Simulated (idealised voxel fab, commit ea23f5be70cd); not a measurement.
process module | voxel local oxidation
cross-section cut | 160 nm wide | cells 5 nm
A cross-section is a grid of square cells, given in bands from the top down. A band is one or more rows of cells.
Each band's line starts with the height of the band's top and of its bottom, in nm. Then come its materials from left to right, each with its width in nm. One material with "throughout" fills the band from edge to edge. "air" is empty space.
Height 0 is the level under which the wafer as received is all one material. The lowest band goes on downwards, as in "0 down".
A width such as "30 to 40" changes by the same amount from each row of cells to the next, from the band's top row to its bottom row.
"no change" after a step means that no cell of the cross-section changed.
closed voids: empty space of 8 cells or more with no open way to the top, each as width x height at its distance from the left edge, in nm
after a step's settings: what the simulator itself notes on the step
overlay nm, on a step with a mask: how far to the right of its planned place the mask lay; to the left if negative
plan
1 op RECEIVE | material Si
2 op CONFORMAL_DEP | material SiO2 | thk nm 5
3 op CONFORMAL_DEP | material SiN | thk nm 15
4 op PATTERN | tone cover | mask id ACTIVE | material resist | width nm 115 | thk nm 20 | overlay nm 0
5 op DIRECTIONAL_ETCH | etch materials SiN | depth nm 15
6 op STRIP | etch materials resist
7 op SELECTIVE_ETCH | etch materials SiO2 | depth nm 5
8 op OXIDIZE | depth nm 15
9 op STRIP | etch materials SiN
first wafer, as planned
as received, after step 1
  0 down: Si throughout
  closed voids: none
after step 2
  5 to 0: SiO2 throughout
  below 0: unchanged
after step 3
  20 to 5: SiN throughout
  below 5: unchanged
after step 4
  40 to 20: air 20 | resist 115 | air 25
  below 20: unchanged
after step 5
  40 to 20: air 20 | resist 115 | air 25
  20 to 5: air 20 | SiN 115 | air 25
  below 5: unchanged
after step 6
  20 to 5: air 20 | SiN 115 | air 25
  below 5: unchanged
after step 7
  20 to 5: air 20 | SiN 115 | air 25
  5 to 0: air 25 | SiO2 105 | air 30
  below 0: unchanged
after step 8
  20 to 5: air 20 | SiN 115 | air 25
  5 to 0: air 25 | SiO2 105 | air 30
  0 to -15: SiO2 40 | Si 75 | SiO2 45
  below -15: unchanged
after step 9
  5 to 0: air 25 | SiO2 105 | air 30
  below 0: unchanged
second wafer: like start, like plan, one mistake. Through step 7 it matches the first wafer
when step 8 should have ended
  5 to 0: air 25 | SiO2 105 | air 30
  below 0: unchanged
when step 9 should have ended
  5 to 0: air 25 | SiO2 105 | air 30
  0 to -15: SiO2 40 | Si 75 | SiO2 45
  below -15: unchanged
what went wrong: steps 8 and 9 were swapped
at the end the two cross-sections are the same: no effect in what this model computes
